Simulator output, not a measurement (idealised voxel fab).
process module | voxel lift off
cross-section cut | 295 nm wide | cells 5 nm
A cross-section is a grid of square cells, given in bands from the top down. A band is one or more rows of cells.
Each band's line starts with the height of the band's top and of its bottom, in nm. Then come its materials from left to right, each with its width in nm. One material with "throughout" fills the band from edge to edge. "air" is empty space.
Height 0 is the level under which the wafer as received is all one material. The lowest band goes on downwards, as in "0 down".
A width such as "30 to 40" changes by the same amount from each row of cells to the next, from the band's top row to its bottom row.
"no change" after a step means that no cell of the cross-section changed.
closed voids: empty space of 8 cells or more with no open way to the top, each as width x height at its distance from the left edge, in nm
after a step's settings: what the simulator itself notes on the step
overlay nm, on a step with a mask: how far to the right of its planned place the mask lay; to the left if negative
plan
1 op RECEIVE | material Si
2 op CONFORMAL_DEP | material SiN | thk nm 15
3 op PATTERN | tone open | mask id LINES | material resist | width nm 20 | pitch nm 35 | thk nm 30 | overlay nm 0
4 op DIRECTIONAL_DEP | material Ru | thk nm 15
5 op STRIP | etch materials resist
6 op CONFORMAL_DEP | material SiN | thk nm 5
as received, after step 1
  0 down: Si throughout
  closed voids: none
first wafer at the end, as planned
  35 to 30: air 115 | SiN 30 | air 5 | SiN 30 | air 115
  30 to 20: air 115 | SiN 5 | Ru 20 | SiN 5 | air 5 | SiN 5 | Ru 20 | SiN 5 | air 115
  20 to 15: SiN 120 | Ru 20 | SiN 15 | Ru 20 | SiN 120
  15 to 0: SiN throughout
  0 down: Si throughout
  closed voids: none
second wafer at the end: like start, like plan, one mistake
  30 to 15: air 120 | Ru 20 | air 15 | Ru 20 | air 120
  15 to 0: SiN throughout
  0 down: Si throughout
  closed voids: none
what went wrong: step 6 was left out
at the end the second wafer has, in cells: 71 fewer of SiN
